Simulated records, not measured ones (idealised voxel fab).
Module name: voxel self aligned contacts (process module)
Shown is cross-section cut, with a width of 200 nm and square cells of size 5 nm.
Think of the cross-section as a grid of square cells. We describe it in bands, top to bottom, and each band covers one or more rows of those cells.
Each band's line starts with the height of the band's top and of its bottom, in nm. Then come its materials from left to right, each with its width in nm. One material with "all across" fills the band from edge to edge. "blank" is empty space.
Heads up on the height convention: 0 is the point under which the incoming wafer is all one material, and the lowest band has no bottom, it just keeps going down, like "0 down".
A two-number width, for instance "30->40", indicates that the width is equal to the first number in the top row of the band and to the second number in the bottom row, and that it changes by a constant amount per row of cells.
The designation "no modifications", where it is given for a processing step, indicates that no cell of the cross-section was altered in the course of that step.
"Closed cavity list" - sealed voids, min. 8 cells, no opening to top; format: width x height at distance (distance from left edge; nm throughout).
The remark found on a step's line after its settings is issued by the simulator itself and pertains to that step.
"overlay nm", when on a step's line for a step with a mask, measures how far to the right of its planned place the mask lay; a negative measure means to the left.
Each of the pairs that make up the rest of this document says: here is the cross-section before one process step, here is the cross-section after it, drawn only down to the lowest band that changed, and here, under the pair, is the step lying between them with its settings. Different pairs may come from different runs of this module on the same starting wafer, so a pair continues from the pair above it only where its entry headed "Pre-step profile" says so.

PRE-STEP PROFILE
    0 down: Si all across
    Closed cavity list: none

AFTER THE STEP
    5 to 0: SiO2 all across
    Nothing below the height 0 has changed.
    Closed cavity list: none
Operation between the pre and post cross-sections above: op CONFORMAL_DEP | material SiO2 | thk nm 5

Pre-step profile: Please consult the pair immediately above; the cross-section it shows after its step is the state before this step.

AFTER THE STEP
    35 to 5: polySi all across
    Nothing below the height 5 has changed.
    Closed cavity list: none
Operation between the pre and post cross-sections above: op DIRECTIONAL_DEP | material polySi | thk nm 30

Pre-step profile: Please consult the pair immediately above; the cross-section it shows after its step is the state before this step.

AFTER THE STEP
    55 to 35: SiN all across
    Nothing below the height 35 has changed.
    Closed cavity list: none
Operation between the pre and post cross-sections above: op DIRECTIONAL_DEP | material SiN | thk nm 20

Pre-step profile: Please consult the pair immediately above; the cross-section it shows after its step is the state before this step.

AFTER THE STEP
    70 to 55: aC all across
    Nothing below the height 55 has changed.
    Closed cavity list: none
Operation between the pre and post cross-sections above: op DIRECTIONAL_DEP | material aC | thk nm 15

Pre-step profile: Please consult the pair immediately above; the cross-section it shows after its step is the state before this step.

AFTER THE STEP
    100 to 70: 55 nm blank | 25 nm resist | 35 nm blank | 25 nm resist | 60 nm blank
    Nothing below the height 70 has changed.
    Closed cavity list: none
Operation between the pre and post cross-sections above: op PATTERN | tone cover | mask id GATE | material resist | width nm 25 | pitch nm 60 | thk nm 30 | overlay nm 0

Pre-step profile: Please consult the pair immediately above; the cross-section it shows after its step is the state before this step.

AFTER THE STEP
    85 to 70: 55 nm blank | 25 nm resist | 35 nm blank | 25 nm resist | 60 nm blank
    70 to 55: 55 nm blank | 25 nm aC | 35 nm blank | 25 nm aC | 60 nm blank
    Nothing below the height 55 has changed.
    Closed cavity list: none
Operation between the pre and post cross-sections above: op DIRECTIONAL_ETCH | etch materials aC | depth nm 15

Pre-step profile: Please consult the pair immediately above; the cross-section it shows after its step is the state before this step.

AFTER THE STEP
    70 to 55: 55 nm blank | 25 nm aC | 35 nm blank | 25 nm aC | 60 nm blank
    Nothing below the height 55 has changed.
    Closed cavity list: none
Operation between the pre and post cross-sections above: op STRIP | etch materials resist

Pre-step profile: Please consult the pair immediately above; the cross-section it shows after its step is the state before this step.

AFTER THE STEP
    70 to 55: 55 nm blank | 25 nm aC | 35 nm blank | 25 nm aC | 60 nm blank
    55 to 35: 55 nm blank | 25 nm SiN | 35 nm blank | 25 nm SiN | 60 nm blank
    Nothing below the height 35 has changed.
    Closed cavity list: none
Operation between the pre and post cross-sections above: op DIRECTIONAL_ETCH | etch materials SiN | depth nm 20

Pre-step profile: Please consult the pair immediately above; the cross-section it shows after its step is the state before this step.

AFTER THE STEP
    70 to 55: 55 nm blank | 25 nm aC | 35 nm blank | 25 nm aC | 60 nm blank
    55 to 35: 55 nm blank | 25 nm SiN | 35 nm blank | 25 nm SiN | 60 nm blank
    35 to 5: 55 nm blank | 25 nm polySi | 35 nm blank | 25 nm polySi | 60 nm blank
    Nothing below the height 5 has changed.
    Closed cavity list: none
Operation between the pre and post cross-sections above: op DIRECTIONAL_ETCH | etch materials polySi | depth nm 30

Pre-step profile: Please consult the pair immediately above; the cross-section it shows after its step is the state before this step.

AFTER THE STEP
    55 to 35: 55 nm blank | 25 nm SiN | 35 nm blank | 25 nm SiN | 60 nm blank
    Nothing below the height 35 has changed.
    Closed cavity list: none
Operation between the pre and post cross-sections above: op STRIP | etch materials aC

Pre-step profile: Please consult the pair immediately above; the cross-section it shows after its step is the state before this step.

AFTER THE STEP
    65 to 35: 45 nm blank | 45 nm SiN | 15 nm blank | 45 nm SiN | 50 nm blank
    35 to 15: 45 nm blank | 10 nm SiN | 25 nm polySi | 10 nm SiN | 15 nm blank | 10 nm SiN | 25 nm polySi | 10 nm SiN | 50 nm blank
    15 to 5: 55 nm SiN | 25 nm polySi | 35 nm SiN | 25 nm polySi | 60 nm SiN
    Nothing below the height 5 has changed.
    Closed cavity list: none
Operation between the pre and post cross-sections above: op CONFORMAL_DEP | material SiN | thk nm 10

Pre-step profile: Please consult the pair immediately above; the cross-section it shows after its step is the state before this step.

AFTER THE STEP
    55 to 35: 45 nm blank | 45 nm SiN | 15 nm blank | 45 nm SiN | 50 nm blank
    35 to 5: 45 nm blank | 10 nm SiN | 25 nm polySi | 10 nm SiN | 15 nm blank | 10 nm SiN | 25 nm polySi | 10 nm SiN | 50 nm blank
    Nothing below the height 5 has changed.
    Closed cavity list: none
Operation between the pre and post cross-sections above: op DIRECTIONAL_ETCH | etch materials SiN | depth nm 10

Pre-step profile: Please consult the pair immediately above; the cross-section it shows after its step is the state before this step.

AFTER THE STEP
    70 to 55: SiO2 all across
    55 to 35: 45 nm SiO2 | 45 nm SiN | 15 nm SiO2 | 45 nm SiN | 50 nm SiO2
    35 to 5: 45 nm SiO2 | 10 nm SiN | 25 nm polySi | 10 nm SiN | 15 nm SiO2 | 10 nm SiN | 25 nm polySi | 10 nm SiN | 50 nm SiO2
    Nothing below the height 5 has changed.
    Closed cavity list: none
Operation between the pre and post cross-sections above: op FILL_DEP | material SiO2 | thk nm 15

Pre-step profile: Please consult the pair immediately above; the cross-section it shows after its step is the state before this step.

AFTER THE STEP
    60 to 55: SiO2 all across
    Nothing below the height 55 has changed.
    Closed cavity list: none
Operation between the pre and post cross-sections above: op CMP | height nm 60

Pre-step profile: Please consult the pair immediately above; the cross-section it shows after its step is the state before this step.

AFTER THE STEP
    60 to 55: 75 nm SiO2 | 45 nm blank | 80 nm SiO2
    55 to 35: 45 nm SiO2 | 45 nm SiN | 15 nm blank | 45 nm SiN | 50 nm SiO2
    35 to 5: 45 nm SiO2 | 10 nm SiN | 25 nm polySi | 10 nm SiN | 15 nm blank | 10 nm SiN | 25 nm polySi | 10 nm SiN | 50 nm SiO2
    5 to 0: 90 nm SiO2 | 15 nm blank | 95 nm SiO2
    Nothing below the height 0 has changed.
    Closed cavity list: none
Operation between the pre and post cross-sections above: op MASKED_ETCH | tone open | mask id CONTACT | width nm 45 | etch materials SiO2 | depth nm 60 | overlay nm 0

Pre-step profile: Please consult the pair immediately above; the cross-section it shows after its step is the state before this step.

AFTER THE STEP
    65 to 60: 80 nm TiN | 35 nm blank | 85 nm TiN
    60 to 55: 75 nm SiO2 | 20 nm TiN | 5 nm blank | 20 nm TiN | 80 nm SiO2
    55 to 35: 45 nm SiO2 | 45 nm SiN | 5 nm TiN | 5 nm blank | 5 nm TiN | 45 nm SiN | 50 nm SiO2
    35 to 5: 45 nm SiO2 | 10 nm SiN | 25 nm polySi | 10 nm SiN | 5 nm TiN | 5 nm blank | 5 nm TiN | 10 nm SiN | 25 nm polySi | 10 nm SiN | 50 nm SiO2
    5 to 0: 90 nm SiO2 | 15 nm TiN | 95 nm SiO2
    Nothing below the height 0 has changed.
    Closed cavity list: none
Operation between the pre and post cross-sections above: op CONFORMAL_DEP | material TiN | thk nm 5

Pre-step profile: Please consult the pair immediately above; the cross-section it shows after its step is the state before this step.

AFTER THE STEP
    70 to 65: Ru all across
    65 to 60: 80 nm TiN | 35 nm Ru | 85 nm TiN
    60 to 55: 75 nm SiO2 | 20 nm TiN | 5 nm Ru | 20 nm TiN | 80 nm SiO2
    55 to 35: 45 nm SiO2 | 45 nm SiN | 5 nm TiN | 5 nm Ru | 5 nm TiN | 45 nm SiN | 50 nm SiO2
    35 to 5: 45 nm SiO2 | 10 nm SiN | 25 nm polySi | 10 nm SiN | 5 nm TiN | 5 nm Ru | 5 nm TiN | 10 nm SiN | 25 nm polySi | 10 nm SiN | 50 nm SiO2
    Nothing below the height 5 has changed.
    Closed cavity list: none
Operation between the pre and post cross-sections above: op FILL_DEP | material Ru | thk nm 5

Pre-step profile: Please consult the pair immediately above; the cross-section it shows after its step is the state before this step.

AFTER THE STEP
    60 to 55: 75 nm SiO2 | 20 nm TiN | 5 nm Ru | 20 nm TiN | 80 nm SiO2
    Nothing below the height 55 has changed.
    Closed cavity list: none
Operation between the pre and post cross-sections above: op CMP | height nm 60

Pre-step profile: Please consult the pair immediately above; the cross-section it shows after its step is the state before this step.

AFTER THE STEP
    65 to 60: SiN all across
    Nothing below the height 60 has changed.
    Closed cavity list: none
Operation between the pre and post cross-sections above: op CONFORMAL_DEP | material SiN | thk nm 5

PRE-STEP PROFILE
    55 to 35: 55 nm blank | 25 nm SiN | 35 nm blank | 25 nm SiN | 60 nm blank
    35 to 5: 55 nm blank | 25 nm polySi | 35 nm blank | 25 nm polySi | 60 nm blank
    5 to 0: SiO2 all across
    0 down: Si all across
    Closed cavity list: none

AFTER THE STEP
    45 to 35: 55 nm blank | 25 nm SiN | 35 nm blank | 25 nm SiN | 60 nm blank
    Nothing below the height 35 has changed.
    Closed cavity list: none
Operation between the pre and post cross-sections above: op DIRECTIONAL_ETCH | etch materials SiN | depth nm 10

Pre-step profile: Please consult the pair immediately above; the cross-section it shows after its step is the state before this step.

AFTER THE STEP
    60 to 45: SiO2 all across
    45 to 35: 55 nm SiO2 | 25 nm SiN | 35 nm SiO2 | 25 nm SiN | 60 nm SiO2
    35 to 5: 55 nm SiO2 | 25 nm polySi | 35 nm SiO2 | 25 nm polySi | 60 nm SiO2
    Nothing below the height 5 has changed.
    Closed cavity list: none
Operation between the pre and post cross-sections above: op FILL_DEP | material SiO2 | thk nm 15

Pre-step profile: Please consult the pair immediately above; the cross-section it shows after its step is the state before this step.

AFTER THE STEP
    60 to 45: 75 nm SiO2 | 45 nm blank | 80 nm SiO2
    45 to 35: 55 nm SiO2 | 25 nm SiN | 35 nm blank | 25 nm SiN | 60 nm SiO2
    35 to 5: 55 nm SiO2 | 25 nm polySi | 35 nm blank | 25 nm polySi | 60 nm SiO2
    5 to 0: 80 nm SiO2 | 35 nm blank | 85 nm SiO2
    Nothing below the height 0 has changed.
    Closed cavity list: none
Operation between the pre and post cross-sections above: op MASKED_ETCH | tone open | mask id CONTACT | width nm 45 | etch materials SiO2 | depth nm 60 | overlay nm 0

Pre-step profile: Please consult the pair immediately above; the cross-section it shows after its step is the state before this step.

AFTER THE STEP
    65 to 60: 80 nm TiN | 35 nm blank | 85 nm TiN
    60 to 50: 75 nm SiO2 | 5 nm TiN | 35 nm blank | 5 nm TiN | 80 nm SiO2
    50 to 45: 75 nm SiO2 | 10 nm TiN | 25 nm blank | 10 nm TiN | 80 nm SiO2
    45 to 35: 55 nm SiO2 | 25 nm SiN | 5 nm TiN | 25 nm blank | 5 nm TiN | 25 nm SiN | 60 nm SiO2
    35 to 5: 55 nm SiO2 | 25 nm polySi | 5 nm TiN | 25 nm blank | 5 nm TiN | 25 nm polySi | 60 nm SiO2
    5 to 0: 80 nm SiO2 | 35 nm TiN | 85 nm SiO2
    Nothing below the height 0 has changed.
    Closed cavity list: none
Operation between the pre and post cross-sections above: op CONFORMAL_DEP | material TiN | thk nm 5

Pre-step profile: Please consult the pair immediately above; the cross-section it shows after its step is the state before this step.

AFTER THE STEP
    70 to 65: Ru all across
    65 to 60: 80 nm TiN | 35 nm Ru | 85 nm TiN
    60 to 50: 75 nm SiO2 | 5 nm TiN | 35 nm Ru | 5 nm TiN | 80 nm SiO2
    50 to 45: 75 nm SiO2 | 10 nm TiN | 25 nm Ru | 10 nm TiN | 80 nm SiO2
    45 to 35: 55 nm SiO2 | 25 nm SiN | 5 nm TiN | 25 nm Ru | 5 nm TiN | 25 nm SiN | 60 nm SiO2
    35 to 5: 55 nm SiO2 | 25 nm polySi | 5 nm TiN | 25 nm Ru | 5 nm TiN | 25 nm polySi | 60 nm SiO2
    Nothing below the height 5 has changed.
    Closed cavity list: none
Operation between the pre and post cross-sections above: op FILL_DEP | material Ru | thk nm 5

Pre-step profile: Please consult the pair immediately above; the cross-section it shows after its step is the state before this step.

AFTER THE STEP
    60 to 50: 75 nm SiO2 | 5 nm TiN | 35 nm Ru | 5 nm TiN | 80 nm SiO2
    Nothing below the height 50 has changed.
    Closed cavity list: none
Operation between the pre and post cross-sections above: op CMP | height nm 60

Pre-step profile: Please consult the pair immediately above; the cross-section it shows after its step is the state before this step.

AFTER THE STEP
    65 to 60: SiN all across
    Nothing below the height 60 has changed.
    Closed cavity list: none
Operation between the pre and post cross-sections above: op CONFORMAL_DEP | material SiN | thk nm 5

PRE-STEP PROFILE
    35 to 5: polySi all across
    5 to 0: SiO2 all across
    0 down: Si all across
    Closed cavity list: none

AFTER THE STEP
    65 to 5: polySi all across
    Nothing below the height 5 has changed.
    Closed cavity list: none
Operation between the pre and post cross-sections above: op DIRECTIONAL_DEP | material polySi | thk nm 30

Pre-step profile: Please consult the pair immediately above; the cross-section it shows after its step is the state before this step.

AFTER THE STEP
    85 to 65: SiN all across
    Nothing below the height 65 has changed.
    Closed cavity list: none
Operation between the pre and post cross-sections above: op DIRECTIONAL_DEP | material SiN | thk nm 20

Pre-step profile: Please consult the pair immediately above; the cross-section it shows after its step is the state before this step.

AFTER THE STEP
    100 to 85: aC all across
    Nothing below the height 85 has changed.
    Closed cavity list: none
Operation between the pre and post cross-sections above: op DIRECTIONAL_DEP | material aC | thk nm 15

Pre-step profile: Please consult the pair immediately above; the cross-section it shows after its step is the state before this step.

AFTER THE STEP
    130 to 100: 55 nm blank | 25 nm resist | 35 nm blank | 25 nm resist | 60 nm blank
    Nothing below the height 100 has changed.
    Closed cavity list: none
Operation between the pre and post cross-sections above: op PATTERN | tone cover | mask id GATE | material resist | width nm 25 | pitch nm 60 | thk nm 30 | overlay nm 0

Pre-step profile: Please consult the pair immediately above; the cross-section it shows after its step is the state before this step.

AFTER THE STEP
    115 to 100: 55 nm blank | 25 nm resist | 35 nm blank | 25 nm resist | 60 nm blank
    100 to 85: 55 nm blank | 25 nm aC | 35 nm blank | 25 nm aC | 60 nm blank
    Nothing below the height 85 has changed.
    Closed cavity list: none
Operation between the pre and post cross-sections above: op DIRECTIONAL_ETCH | etch materials aC | depth nm 15

Pre-step profile: Please consult the pair immediately above; the cross-section it shows after its step is the state before this step.

AFTER THE STEP
    100 to 85: 55 nm blank | 25 nm aC | 35 nm blank | 25 nm aC | 60 nm blank
    Nothing below the height 85 has changed.
    Closed cavity list: none
Operation between the pre and post cross-sections above: op STRIP | etch materials resist

Pre-step profile: Please consult the pair immediately above; the cross-section it shows after its step is the state before this step.

AFTER THE STEP
    100 to 85: 55 nm blank | 25 nm aC | 35 nm blank | 25 nm aC | 60 nm blank
    85 to 65: 55 nm blank | 25 nm SiN | 35 nm blank | 25 nm SiN | 60 nm blank
    Nothing below the height 65 has changed.
    Closed cavity list: none
Operation between the pre and post cross-sections above: op DIRECTIONAL_ETCH | etch materials SiN | depth nm 20

Pre-step profile: Please consult the pair immediately above; the cross-section it shows after its step is the state before this step.

AFTER THE STEP
    100 to 85: 55 nm blank | 25 nm aC | 35 nm blank | 25 nm aC | 60 nm blank
    85 to 65: 55 nm blank | 25 nm SiN | 35 nm blank | 25 nm SiN | 60 nm blank
    65 to 35: 55 nm blank | 25 nm polySi | 35 nm blank | 25 nm polySi | 60 nm blank
    Nothing below the height 35 has changed.
    Closed cavity list: none
Operation between the pre and post cross-sections above: op DIRECTIONAL_ETCH | etch materials polySi | depth nm 30

Pre-step profile: Please consult the pair immediately above; the cross-section it shows after its step is the state before this step.

AFTER THE STEP
    85 to 65: 55 nm blank | 25 nm SiN | 35 nm blank | 25 nm SiN | 60 nm blank
    Nothing below the height 65 has changed.
    Closed cavity list: none
Operation between the pre and post cross-sections above: op STRIP | etch materials aC

Pre-step profile: Please consult the pair immediately above; the cross-section it shows after its step is the state before this step.

AFTER THE STEP
    95 to 65: 45 nm blank | 45 nm SiN | 15 nm blank | 45 nm SiN | 50 nm blank
    65 to 45: 45 nm blank | 10 nm SiN | 25 nm polySi | 10 nm SiN | 15 nm blank | 10 nm SiN | 25 nm polySi | 10 nm SiN | 50 nm blank
    45 to 35: 55 nm SiN | 25 nm polySi | 35 nm SiN | 25 nm polySi | 60 nm SiN
    Nothing below the height 35 has changed.
    Closed cavity list: none
Operation between the pre and post cross-sections above: op CONFORMAL_DEP | material SiN | thk nm 10

Pre-step profile: Please consult the pair immediately above; the cross-section it shows after its step is the state before this step.

AFTER THE STEP
    85 to 65: 45 nm blank | 45 nm SiN | 15 nm blank | 45 nm SiN | 50 nm blank
    65 to 35: 45 nm blank | 10 nm SiN | 25 nm polySi | 10 nm SiN | 15 nm blank | 10 nm SiN | 25 nm polySi | 10 nm SiN | 50 nm blank
    Nothing below the height 35 has changed.
    Closed cavity list: none
Operation between the pre and post cross-sections above: op DIRECTIONAL_ETCH | etch materials SiN | depth nm 10

Pre-step profile: Please consult the pair immediately above; the cross-section it shows after its step is the state before this step.

AFTER THE STEP
    100 to 85: SiO2 all across
    85 to 65: 45 nm SiO2 | 45 nm SiN | 15 nm SiO2 | 45 nm SiN | 50 nm SiO2
    65 to 35: 45 nm SiO2 | 10 nm SiN | 25 nm polySi | 10 nm SiN | 15 nm SiO2 | 10 nm SiN | 25 nm polySi | 10 nm SiN | 50 nm SiO2
    Nothing below the height 35 has changed.
    Closed cavity list: none
Operation between the pre and post cross-sections above: op FILL_DEP | material SiO2 | thk nm 15

Pre-step profile: Please consult the pair immediately above; the cross-section it shows after its step is the state before this step.

AFTER THE STEP
    60 to 35: 45 nm SiO2 | 10 nm SiN | 25 nm polySi | 10 nm SiN | 15 nm SiO2 | 10 nm SiN | 25 nm polySi | 10 nm SiN | 50 nm SiO2
    Nothing below the height 35 has changed.
    Closed cavity list: none
Operation between the pre and post cross-sections above: op CMP | height nm 60

Pre-step profile: Please consult the pair immediately above; the cross-section it shows after its step is the state before this step.

AFTER THE STEP
    60 to 35: 45 nm SiO2 | 10 nm SiN | 25 nm polySi | 10 nm SiN | 15 nm blank | 10 nm SiN | 25 nm polySi | 10 nm SiN | 50 nm SiO2
    Nothing below the height 35 has changed.
    Closed cavity list: none
Operation between the pre and post cross-sections above: op MASKED_ETCH | tone open | mask id CONTACT | width nm 45 | etch materials SiO2 | depth nm 60 | overlay nm 0

Pre-step profile: Please consult the pair immediately above; the cross-section it shows after its step is the state before this step.

AFTER THE STEP
    65 to 60: 95 nm TiN | 5 nm blank | 100 nm TiN
    60 to 40: 45 nm SiO2 | 10 nm SiN | 25 nm polySi | 10 nm SiN | 5 nm TiN | 5 nm blank | 5 nm TiN | 10 nm SiN | 25 nm polySi | 10 nm SiN | 50 nm SiO2
    40 to 35: 45 nm SiO2 | 10 nm SiN | 25 nm polySi | 10 nm SiN | 15 nm TiN | 10 nm SiN | 25 nm polySi | 10 nm SiN | 50 nm SiO2
    Nothing below the height 35 has changed.
    Closed cavity list: none
Operation between the pre and post cross-sections above: op CONFORMAL_DEP | material TiN | thk nm 5

Pre-step profile: Please consult the pair immediately above; the cross-section it shows after its step is the state before this step.

AFTER THE STEP
    70 to 65: Ru all across
    65 to 60: 95 nm TiN | 5 nm Ru | 100 nm TiN
    60 to 40: 45 nm SiO2 | 10 nm SiN | 25 nm polySi | 10 nm SiN | 5 nm TiN | 5 nm Ru | 5 nm TiN | 10 nm SiN | 25 nm polySi | 10 nm SiN | 50 nm SiO2
    Nothing below the height 40 has changed.
    Closed cavity list: none
Operation between the pre and post cross-sections above: op FILL_DEP | material Ru | thk nm 5

Pre-step profile: Please consult the pair immediately above; the cross-section it shows after its step is the state before this step.

AFTER THE STEP
    60 to 40: 45 nm SiO2 | 10 nm SiN | 25 nm polySi | 10 nm SiN | 5 nm TiN | 5 nm Ru | 5 nm TiN | 10 nm SiN | 25 nm polySi | 10 nm SiN | 50 nm SiO2
    Nothing below the height 40 has changed.
    Closed cavity list: none
Operation between the pre and post cross-sections above: op CMP | height nm 60

Pre-step profile: Please consult the pair immediately above; the cross-section it shows after its step is the state before this step.

AFTER THE STEP
    65 to 60: SiN all across
    Nothing below the height 60 has changed.
    Closed cavity list: none
Operation between the pre and post cross-sections above: op CONFORMAL_DEP | material SiN | thk nm 5

PRE-STEP PROFILE
    5 to 0: SiO2 all across
    0 down: Si all across
    Closed cavity list: none

AFTER THE STEP
    25 to 5: SiN all across
    Nothing below the height 5 has changed.
    Closed cavity list: none
Operation between the pre and post cross-sections above: op DIRECTIONAL_DEP | material SiN | thk nm 20

Pre-step profile: Please consult the pair immediately above; the cross-section it shows after its step is the state before this step.

AFTER THE STEP
    55 to 25: polySi all across
    Nothing below the height 25 has changed.
    Closed cavity list: none
Operation between the pre and post cross-sections above: op DIRECTIONAL_DEP | material polySi | thk nm 30

Pre-step profile: Please consult the pair immediately above; the cross-section it shows after its step is the state before this step.

AFTER THE STEP
    70 to 55: aC all across
    Nothing below the height 55 has changed.
    Closed cavity list: none
Operation between the pre and post cross-sections above: op DIRECTIONAL_DEP | material aC | thk nm 15

Pre-step profile: Please consult the pair immediately above; the cross-section it shows after its step is the state before this step.

AFTER THE STEP
    100 to 70: 55 nm blank | 25 nm resist | 35 nm blank | 25 nm resist | 60 nm blank
    Nothing below the height 70 has changed.
    Closed cavity list: none
Operation between the pre and post cross-sections above: op PATTERN | tone cover | mask id GATE | material resist | width nm 25 | pitch nm 60 | thk nm 30 | overlay nm 0

Pre-step profile: Please consult the pair immediately above; the cross-section it shows after its step is the state before this step.

AFTER THE STEP
    85 to 70: 55 nm blank | 25 nm resist | 35 nm blank | 25 nm resist | 60 nm blank
    70 to 55: 55 nm blank | 25 nm aC | 35 nm blank | 25 nm aC | 60 nm blank
    Nothing below the height 55 has changed.
    Closed cavity list: none
Operation between the pre and post cross-sections above: op DIRECTIONAL_ETCH | etch materials aC | depth nm 15

Pre-step profile: Please consult the pair immediately above; the cross-section it shows after its step is the state before this step.

AFTER THE STEP
    70 to 55: 55 nm blank | 25 nm aC | 35 nm blank | 25 nm aC | 60 nm blank
    Nothing below the height 55 has changed.
    Closed cavity list: none
Operation between the pre and post cross-sections above: op STRIP | etch materials resist

Pre-step profile: Please consult the pair immediately above; the cross-section it shows after its step is the state before this step.

AFTER THE STEP
    70 to 55: 55 nm blank | 25 nm aC | 35 nm blank | 25 nm aC | 60 nm blank
    55 to 25: 55 nm blank | 25 nm polySi | 35 nm blank | 25 nm polySi | 60 nm blank
    Nothing below the height 25 has changed.
    Closed cavity list: none
Operation between the pre and post cross-sections above: op DIRECTIONAL_ETCH | etch materials polySi | depth nm 30

Pre-step profile: Please consult the pair immediately above; the cross-section it shows after its step is the state before this step.

AFTER THE STEP
    55 to 25: 55 nm blank | 25 nm polySi | 35 nm blank | 25 nm polySi | 60 nm blank
    Nothing below the height 25 has changed.
    Closed cavity list: none
Operation between the pre and post cross-sections above: op STRIP | etch materials aC

Pre-step profile: Please consult the pair immediately above; the cross-section it shows after its step is the state before this step.

AFTER THE STEP
    65 to 55: 45 nm blank | 45 nm SiN | 15 nm blank | 45 nm SiN | 50 nm blank
    55 to 35: 45 nm blank | 10 nm SiN | 25 nm polySi | 10 nm SiN | 15 nm blank | 10 nm SiN | 25 nm polySi | 10 nm SiN | 50 nm blank
    35 to 25: 55 nm SiN | 25 nm polySi | 35 nm SiN | 25 nm polySi | 60 nm SiN
    Nothing below the height 25 has changed.
    Closed cavity list: none
Operation between the pre and post cross-sections above: op CONFORMAL_DEP | material SiN | thk nm 10

Pre-step profile: Please consult the pair immediately above; the cross-section it shows after its step is the state before this step.

AFTER THE STEP
    55 to 25: 45 nm blank | 10 nm SiN | 25 nm polySi | 10 nm SiN | 15 nm blank | 10 nm SiN | 25 nm polySi | 10 nm SiN | 50 nm blank
    Nothing below the height 25 has changed.
    Closed cavity list: none
Operation between the pre and post cross-sections above: op DIRECTIONAL_ETCH | etch materials SiN | depth nm 10

Pre-step profile: Please consult the pair immediately above; the cross-section it shows after its step is the state before this step.

AFTER THE STEP
    70 to 55: SiO2 all across
    55 to 25: 45 nm SiO2 | 10 nm SiN | 25 nm polySi | 10 nm SiN | 15 nm SiO2 | 10 nm SiN | 25 nm polySi | 10 nm SiN | 50 nm SiO2
    Nothing below the height 25 has changed.
    Closed cavity list: none
Operation between the pre and post cross-sections above: op FILL_DEP | material SiO2 | thk nm 15

Pre-step profile: Please consult the pair immediately above; the cross-section it shows after its step is the state before this step.

AFTER THE STEP
    60 to 55: SiO2 all across
    Nothing below the height 55 has changed.
    Closed cavity list: none
Operation between the pre and post cross-sections above: op CMP | height nm 60

Pre-step profile: Please consult the pair immediately above; the cross-section it shows after its step is the state before this step.

AFTER THE STEP
    60 to 55: 75 nm SiO2 | 45 nm blank | 80 nm SiO2
    55 to 25: 45 nm SiO2 | 10 nm SiN | 25 nm polySi | 10 nm SiN | 15 nm blank | 10 nm SiN | 25 nm polySi | 10 nm SiN | 50 nm SiO2
    Nothing below the height 25 has changed.
    Closed cavity list: none
Operation between the pre and post cross-sections above: op MASKED_ETCH | tone open | mask id CONTACT | width nm 45 | etch materials SiO2 | depth nm 60 | overlay nm 0

Pre-step profile: Please consult the pair immediately above; the cross-section it shows after its step is the state before this step.

AFTER THE STEP
    65 to 60: 80 nm TiN | 35 nm blank | 85 nm TiN
    60 to 55: 75 nm SiO2 | 20 nm TiN | 5 nm blank | 20 nm TiN | 80 nm SiO2
    55 to 30: 45 nm SiO2 | 10 nm SiN | 25 nm polySi | 10 nm SiN | 5 nm TiN | 5 nm blank | 5 nm TiN | 10 nm SiN | 25 nm polySi | 10 nm SiN | 50 nm SiO2
    30 to 25: 45 nm SiO2 | 10 nm SiN | 25 nm polySi | 10 nm SiN | 15 nm TiN | 10 nm SiN | 25 nm polySi | 10 nm SiN | 50 nm SiO2
    Nothing below the height 25 has changed.
    Closed cavity list: none
Operation between the pre and post cross-sections above: op CONFORMAL_DEP | material TiN | thk nm 5

Pre-step profile: Please consult the pair immediately above; the cross-section it shows after its step is the state before this step.

AFTER THE STEP
    70 to 65: Ru all across
    65 to 60: 80 nm TiN | 35 nm Ru | 85 nm TiN
    60 to 55: 75 nm SiO2 | 20 nm TiN | 5 nm Ru | 20 nm TiN | 80 nm SiO2
    55 to 30: 45 nm SiO2 | 10 nm SiN | 25 nm polySi | 10 nm SiN | 5 nm TiN | 5 nm Ru | 5 nm TiN | 10 nm SiN | 25 nm polySi | 10 nm SiN | 50 nm SiO2
    Nothing below the height 30 has changed.
    Closed cavity list: none
Operation between the pre and post cross-sections above: op FILL_DEP | material Ru | thk nm 5

Pre-step profile: Please consult the pair immediately above; the cross-section it shows after its step is the state before this step.

AFTER THE STEP
    60 to 55: 75 nm SiO2 | 20 nm TiN | 5 nm Ru | 20 nm TiN | 80 nm SiO2
    Nothing below the height 55 has changed.
    Closed cavity list: none
Operation between the pre and post cross-sections above: op CMP | height nm 60

Pre-step profile: Please consult the pair immediately above; the cross-section it shows after its step is the state before this step.

AFTER THE STEP
    65 to 60: SiN all across
    Nothing below the height 60 has changed.
    Closed cavity list: none
Operation between the pre and post cross-sections above: op CONFORMAL_DEP | material SiN | thk nm 5

PRE-STEP PROFILE
    35 to 5: polySi all across
    5 to 0: SiO2 all across
    0 down: Si all across
    Closed cavity list: none

AFTER THE STEP
    65 to 35: SiN all across
    Nothing below the height 35 has changed.
    Closed cavity list: none
Operation between the pre and post cross-sections above: op DIRECTIONAL_DEP | material SiN | thk nm 30

Pre-step profile: Please consult the pair immediately above; the cross-section it shows after its step is the state before this step.

AFTER THE STEP
    80 to 65: aC all across
    Nothing below the height 65 has changed.
    Closed cavity list: none
Operation between the pre and post cross-sections above: op DIRECTIONAL_DEP | material aC | thk nm 15

Pre-step profile: Please consult the pair immediately above; the cross-section it shows after its step is the state before this step.

AFTER THE STEP
    110 to 80: 55 nm blank | 25 nm resist | 35 nm blank | 25 nm resist | 60 nm blank
    Nothing below the height 80 has changed.
    Closed cavity list: none
Operation between the pre and post cross-sections above: op PATTERN | tone cover | mask id GATE | material resist | width nm 25 | pitch nm 60 | thk nm 30 | overlay nm 0

Pre-step profile: Please consult the pair immediately above; the cross-section it shows after its step is the state before this step.

AFTER THE STEP
    95 to 80: 55 nm blank | 25 nm resist | 35 nm blank | 25 nm resist | 60 nm blank
    80 to 65: 55 nm blank | 25 nm aC | 35 nm blank | 25 nm aC | 60 nm blank
    Nothing below the height 65 has changed.
    Closed cavity list: none
Operation between the pre and post cross-sections above: op DIRECTIONAL_ETCH | etch materials aC | depth nm 15

Pre-step profile: Please consult the pair immediately above; the cross-section it shows after its step is the state before this step.

AFTER THE STEP
    80 to 65: 55 nm blank | 25 nm aC | 35 nm blank | 25 nm aC | 60 nm blank
    Nothing below the height 65 has changed.
    Closed cavity list: none
Operation between the pre and post cross-sections above: op STRIP | etch materials resist

Pre-step profile: Please consult the pair immediately above; the cross-section it shows after its step is the state before this step.

AFTER THE STEP
    80 to 65: 55 nm blank | 25 nm aC | 35 nm blank | 25 nm aC | 60 nm blank
    65 to 45: 55 nm blank | 25 nm SiN | 35 nm blank | 25 nm SiN | 60 nm blank
    Nothing below the height 45 has changed.
    Closed cavity list: none
Operation between the pre and post cross-sections above: op DIRECTIONAL_ETCH | etch materials SiN | depth nm 20
